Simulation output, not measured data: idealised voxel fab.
The process module presented herein is designated voxel gate over fins.
It is cross-section cut that appears here, measuring 285 nm in width, its square cells being 5 nm in size.
In this document a cross-section is written as a grid of square cells. It is given as a series of bands, listed from the top down, and a band is one or more rows of cells.
The entry gives the band's vertical extent as a top height and a bottom height in nm, then its horizontal make-up as materials from left to right, each with a width in nm. "blank" stands for empty space; a single material marked "full width" fills the band edge to edge.
Heights are measured from 0, the level below which the as-received wafer is all one material; the lowest band has no bottom and continues downward, written as in "0 down".
Graded width ("30 to 40"): value in top row of band = first number; value in bottom row = second number; row-to-row change constant.
Any step labelled "nothing changed" changed none of the cells in the cross-section.
"Enclosed void entries" specifies each empty space that is not open to the top and that occupies no fewer than 8 cells, using the form width x height at distance, the distance measured from the left edge and all three quantities in nm.
If you see something after the settings on a step's line, that's the simulator's own remark about that step.
Regarding "overlay nm": on a step with a mask, it is the distance the mask lay to the right of its planned place; a negative value places it to the left.
## The steps planned for the process are as follows
1,RECEIVE [material Si]
2,CONFORMAL_DEP [material SiN] [thk nm 10]
3,MASKED_ETCH [tone cover] [mask id FINS] [width nm 15] [pitch nm 35] [etch materials SiN] [depth nm 10] [overlay nm 0]
4,MASKED_ETCH [tone cover] [mask id FINS] [width nm 15] [pitch nm 35] [etch materials Si] [depth nm 30] [overlay nm 0]
5,OXIDIZE [depth nm 5]
6,FILL_DEP [material SiO2] [thk nm 15]
7,CMP [height nm 10]
8,SELECTIVE_ETCH [etch materials SiO2] [depth nm 25]
9,STRIP [etch materials SiN]
10,CONFORMAL_DEP [material HfO2] [thk nm 5]
11,CONFORMAL_DEP [material TiN] [thk nm 5]
12,CONFORMAL_DEP [material TiAl] [thk nm 5]
13,CONFORMAL_DEP [material TiN] [thk nm 5]
14,FILL_DEP [material W] [thk nm 10]
15,CMP [height nm 25]
16,CONFORMAL_DEP [material SiN] [thk nm 5]
## Cross-section: wafer on arrival = after step 1
	0 down  Si full width
	Enclosed void entries: none
## Cross-section at module end, one run error; start and plan unchanged from above
	30 to 25  SiN full width
	25 to 20  W full width
	20 to 15  W 100, then TiN 80, then W 105
	15 to 10  W 100, then TiN 5, then TiAl 70, then TiN 5, then W 105
	10 to 5  W 100, then TiN 5, then TiAl 5, then TiN 25, then TiAl 10, then TiN 25, then TiAl 5, then TiN 5, then W 105
	5 to 0  TiN 105, then TiAl 5, then TiN 5, then HfO2 15, then TiN 5, then TiAl 10, then TiN 5, then HfO2 15, then TiN 5, then TiAl 5, then TiN 110
	0 to -5  TiAl 110, then TiN 5, then HfO2 5, then Si 5, then HfO2 5, then TiN 5, then TiAl 10, then TiN 5, then HfO2 5, then Si 5, then HfO2 5, then TiN 5, then TiAl 115
	-5 to -10  TiN 115, then HfO2 5, then Si 5, then HfO2 5, then TiN 20, then HfO2 5, then Si 5, then HfO2 5, then TiN 120
	-10 to -15  HfO2 120, then Si 5, then HfO2 30, then Si 5, then HfO2 125
	-15 to -30  SiO2 120, then Si 5, then SiO2 30, then Si 5, then SiO2 125
	-30 down  Si full width
	Enclosed void entries: none
Where did the run depart from the plan? step 4 was run on a setting that differed from the plan, and what really ran there is MASKED_ETCH [tone cover] [mask id FINS] [width nm 15] [pitch nm 35] [etch materials Si] [depth nm 25] [overlay nm 0]
